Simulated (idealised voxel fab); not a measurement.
This section sets out a process module, namely voxel capacitor over wiring.
Xsec cut, 155 nm wide, square cell size 5 nm.
Cross-section layout: square cells on a grid; listed as bands, top to bottom; a band spans one or more cell rows.
Basically the band line says how high the top is and how high the bottom is, in nm, and then what's in it from left to right, every material with its width in nm. Empty space shows up as "empty", and if a single material carries "everywhere" it runs the full band edge to edge.
A quick word on heights: they are counted from 0, and under that level the wafer as it came to us is one material throughout. The lowest band is different from the rest in having no bottom; it simply continues downward, written as in "from 0 down".
Note: "30 to 40" means the width goes from the first number (top row of the band) to the second number (bottom row) in equal steps per row of cells.
You'll sometimes find "no modification" written for a step, and that's the way of saying that nowhere in the cross-section did a cell change during that step.
What "Closed empty spaces" gives you is every empty space of 8 cells or more that is cut off from the top. Each appears as width x height at distance, with the distance taken from the left edge and width, height and distance all in nm.
Text after the settings on a step's line: the simulator's own remark on that step.
Regarding "overlay nm": on a step with a mask, it is the distance the mask lay to the right of its planned place; a negative value places it to the left.
**Process steps - plan**
1. RECEIVE (material Si)
2. CONFORMAL_DEP (material SiO2; thk nm 10)
3. CONFORMAL_DEP (material SiN; thk nm 5)
4. DIRECTIONAL_DEP (material SiO2; thk nm 25)
5. DIRECTIONAL_DEP (material aC; thk nm 15)
6. PATTERN (tone open; mask id METAL_1; material resist; width nm 20; pitch nm 85; thk nm 30; overlay nm 0)
7. DIRECTIONAL_ETCH (etch materials aC; depth nm 15)
8. STRIP (etch materials resist)
9. DIRECTIONAL_ETCH (etch materials SiO2; depth nm 25)
10. DIRECTIONAL_ETCH (etch materials SiN; depth nm 5)
11. STRIP (etch materials aC)
12. CONFORMAL_DEP (material TiN; thk nm 5)
13. FILL_DEP (material Cu; thk nm 5)
14. CMP (height nm 40)
15. CONFORMAL_DEP (material SiCN; thk nm 5)
16. DIRECTIONAL_DEP (material SiO2; thk nm 15)
17. DIRECTIONAL_DEP (material aC; thk nm 15)
18. PATTERN (tone open; mask id PLUG_1; material resist; width nm 15; thk nm 30; overlay nm 0)
19. DIRECTIONAL_ETCH (etch materials aC; depth nm 15)
20. STRIP (etch materials resist)
21. DIRECTIONAL_ETCH (etch materials SiO2; depth nm 15)
22. DIRECTIONAL_ETCH (etch materials SiCN; depth nm 5)
23. STRIP (etch materials aC)
24. EPI (material Ru; thk nm 10)
25. EPI (material Ru; thk nm 10)
26. DIRECTIONAL_DEP (material TiN; thk nm 10)
27. DIRECTIONAL_DEP (material SiN; thk nm 5)
28. DIRECTIONAL_DEP (material TiN; thk nm 5)
29. PATTERN (tone cover; mask id UPPER_PLATE; material resist; width nm 70; thk nm 15; overlay nm 0)
30. DIRECTIONAL_ETCH (etch materials TiN; depth nm 5)
31. DIRECTIONAL_ETCH (etch materials SiN; depth nm 5)
32. STRIP (etch materials resist)
33. MASKED_ETCH (tone cover; mask id LOWER_PLATE; width nm 80; etch materials TiN; depth nm 10; overlay nm 0)
34. FILL_DEP (material SiO2; thk nm 15)
35. CMP (height nm 90)
36. MASKED_ETCH (tone open; mask id PLUG_2; width nm 15; etch materials SiO2; depth nm 10; overlay nm 0)
37. CONFORMAL_DEP (material TiN; thk nm 5)
38. FILL_DEP (material Ru; thk nm 10)
39. CMP (height nm 90)
40. CONFORMAL_DEP (material SiCN; thk nm 5)
**So this is the incoming wafer in cross-section - it's already been through step 1**
> from 0 down  Si everywhere
> Closed empty spaces: none
**Wafer cross-section at module end: first of two, run to plan**
> from 95 to 90  SiCN everywhere
> from 90 to 85  SiO2=40, TiN=5, Ru=5, TiN=5, SiO2=100
> from 85 to 75  SiO2=40 to 30, TiN=15 to 70, SiO2=100 to 55
> from 75 to 70  SiO2=30, SiN=70, SiO2=55
> from 70 to 60  SiO2=25, TiN=80, SiO2=50
> from 60 to 45  SiO2=30, Ru=15, SiO2=110
> from 45 to 40  SiCN=30, Ru=15, SiCN=110
> from 40 to 15  SiO2=25, TiN=5, Cu=10, TiN=5, SiO2=65, TiN=5, Cu=10, TiN=5, SiO2=25
> from 15 to 10  SiN=25, TiN=20, SiN=65, TiN=20, SiN=25
> from 10 to 0  SiO2 everywhere
> from 0 down  Si everywhere
> Closed empty spaces: none
**Cross-section, second wafer: same start as the first, same plan as the first, one mistake in running it; taken at the end of the module**
> from 95 to 90  SiCN everywhere
> from 90 to 85  SiO2=40, TiN=5, Ru=5, TiN=5, SiO2=100
> from 85 to 80  SiO2=40, TiN=15, SiO2=100
> from 80 to 75  SiO2 everywhere
> from 75 to 70  SiO2=30, SiN=70, SiO2=55
> from 70 to 60  TiN=25, SiO2=5, TiN=70, SiO2=5, TiN=50
> from 60 to 45  SiO2=30, Ru=15, SiO2=110
> from 45 to 40  SiCN=30, Ru=15, SiCN=110
> from 40 to 15  SiO2=25, TiN=5, Cu=10, TiN=5, SiO2=65, TiN=5, Cu=10, TiN=5, SiO2=25
> from 15 to 10  SiN=25, TiN=20, SiN=65, TiN=20, SiN=25
> from 10 to 0  SiO2 everywhere
> from 0 down  Si everywhere
> Closed empty spaces: none
The plan and the run diverged here: note that step 33 departed from the planned setting and was carried out as MASKED_ETCH (tone open; mask id LOWER_PLATE; width nm 80; etch materials TiN; depth nm 10; overlay nm 0)
In the final state, the cell counts of the second wafer exceed or fall short of those of the first for the following materials: -12 SiO2 | +12 TiN
